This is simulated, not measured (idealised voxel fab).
The following process module bears the name voxel ribs on slabs.
Square cell edge 5 nm, section width 265 nm, ID cut.
Throughout this document, each cross-section is represented as a grid of square cells and is presented as a sequence of bands enumerated from the top downward, where a band comprises one or more rows of cells.
Band: top and bottom heights (nm) first, top before bottom; then materials from left to right, widths in nm. "everywhere" marks a sole material filling the band edge to edge. "blank" denotes empty space.
Height datum 0, below which the as-received substrate wafer is one material. Lowest band open at the bottom, running downward: "0..down".
A width such as "30->40" changes by the same amount from each row of cells to the next, from the band's top row to its bottom row.
Basically "no change" means that step didn't change any cell in the cross-section.
The label "Unvented cavities" introduces a list of the empty spaces, 8 cells or larger, that have no open way up to the top; each entry in it reads width x height at distance, where the distance is taken from the left edge and all three are stated in nm.
Where a step's line continues beyond its settings, the continuation is a remark by the simulator itself on that step.
"overlay nm", when on a step's line for a step with a mask, measures how far to the right of its planned place the mask lay; a negative measure means to the left.
[Here's what the planned process steps look like]
| 1 | RECEIVE, material Si |
| 2 | DIRECTIONAL_DEP, material SiO2, thk nm 20 |
| 3 | DIRECTIONAL_DEP, material polySi, thk nm 20 |
| 4 | DIRECTIONAL_DEP, material aC, thk nm 15 |
| 5 | PATTERN, tone cover, mask id RIB, material resist, width nm 20, thk nm 30, overlay nm 0 |
| 6 | DIRECTIONAL_ETCH, etch materials aC, depth nm 15 |
| 7 | STRIP, etch materials resist |
| 8 | DIRECTIONAL_ETCH, etch materials polySi, depth nm 10 |
| 9 | STRIP, etch materials aC |
| 10 | MASKED_ETCH, tone cover, mask id SLAB, width nm 50, etch materials polySi, depth nm 10, overlay nm 0 |
| 11 | FILL_DEP, material SiO2, thk nm 15 |
| 12 | CMP, height nm 50 |
| 13 | DIRECTIONAL_DEP, material W, thk nm 10 |
| 14 | MASKED_ETCH, tone cover, mask id HEATER, width nm 30, etch materials W, depth nm 10, overlay nm 0 |
| 15 | CONFORMAL_DEP, material SiN, thk nm 5 |
[First wafer, two in total, run as planned]
[Cross-section: wafer on arrival = after step 1]
  0..down = Si everywhere
  Unvented cavities: none
[You're looking at a cross-section of the wafer after step 2]
  20..0 = SiO2 everywhere
  Everything below 0 is unchanged.
[You're looking at a cross-section of the wafer after step 3]
  40..20 = polySi everywhere
  Everything below 20 is unchanged.
[You're looking at a cross-section of the wafer after step 4]
  55..40 = aC everywhere
  Everything below 40 is unchanged.
[You're looking at a cross-section of the wafer after step 5]
  85..55 = blank 120 nm | resist 20 nm | blank 125 nm
  Everything below 55 is unchanged.
[You're looking at a cross-section of the wafer after step 6]
  70..55 = blank 120 nm | resist 20 nm | blank 125 nm
  55..40 = blank 120 nm | aC 20 nm | blank 125 nm
  Everything below 40 is unchanged.
[You're looking at a cross-section of the wafer after step 7]
  55..40 = blank 120 nm | aC 20 nm | blank 125 nm
  Everything below 40 is unchanged.
[You're looking at a cross-section of the wafer after step 8]
  55..40 = blank 120 nm | aC 20 nm | blank 125 nm
  40..30 = blank 120 nm | polySi 20 nm | blank 125 nm
  Everything below 30 is unchanged.
[You're looking at a cross-section of the wafer after step 9]
  40..30 = blank 120 nm | polySi 20 nm | blank 125 nm
  Everything below 30 is unchanged.
[You're looking at a cross-section of the wafer after step 10]
  40..30 = blank 120 nm | polySi 20 nm | blank 125 nm
  30..20 = blank 105 nm | polySi 50 nm | blank 110 nm
  Everything below 20 is unchanged.
[You're looking at a cross-section of the wafer after step 11]
  55..40 = SiO2 everywhere
  40..30 = SiO2 120 nm | polySi 20 nm | SiO2 125 nm
  30..20 = SiO2 105 nm | polySi 50 nm | SiO2 110 nm
  Everything below 20 is unchanged.
[You're looking at a cross-section of the wafer after step 12]
  50..40 = SiO2 everywhere
  Everything below 40 is unchanged.
[You're looking at a cross-section of the wafer after step 13]
  60..50 = W everywhere
  Everything below 50 is unchanged.
[You're looking at a cross-section of the wafer after step 14]
  60..50 = blank 115 nm | W 30 nm | blank 120 nm
  Everything below 50 is unchanged.
[You're looking at a cross-section of the wafer after step 15]
  65..60 = blank 110 nm | SiN 40 nm | blank 115 nm
  60..55 = blank 110 nm | SiN 5 nm | W 30 nm | SiN 5 nm | blank 115 nm
  55..50 = SiN 115 nm | W 30 nm | SiN 120 nm
  Everything below 50 is unchanged.
[second wafer: like start, like plan, one mistake. Through step 9 it matches the first wafer]
[What the second wafer looks like in cross-section when step 10 should have wrapped up]
  40..30 = blank 120 nm | polySi 20 nm | blank 125 nm
  30..20 = blank 100 nm | polySi 50 nm | blank 115 nm
  Everything below 20 is unchanged.
[What the second wafer looks like in cross-section when step 11 should have wrapped up]
  55..40 = SiO2 everywhere
  40..30 = SiO2 120 nm | polySi 20 nm | SiO2 125 nm
  30..20 = SiO2 100 nm | polySi 50 nm | SiO2 115 nm
  Everything below 20 is unchanged.
[What the second wafer looks like in cross-section when step 12 should have wrapped up]
  50..40 = SiO2 everywhere
  Everything below 40 is unchanged.
[What the second wafer looks like in cross-section when step 13 should have wrapped up]
  60..50 = W everywhere
  Everything below 50 is unchanged.
[What the second wafer looks like in cross-section when step 14 should have wrapped up]
  60..50 = blank 115 nm | W 30 nm | blank 120 nm
  Everything below 50 is unchanged.
[What the second wafer looks like in cross-section when step 15 should have wrapped up]
  65..60 = blank 110 nm | SiN 40 nm | blank 115 nm
  60..55 = blank 110 nm | SiN 5 nm | W 30 nm | SiN 5 nm | blank 115 nm
  55..50 = SiN 115 nm | W 30 nm | SiN 120 nm
  Everything below 50 is unchanged.
what went wrong: step 10 ran as: MASKED_ETCH, tone cover, mask id SLAB, width nm 50, etch materials polySi, depth nm 10, overlay nm -5
At the end, the second wafer has the same number of cells of each material as the first, but those cells sit in other places.
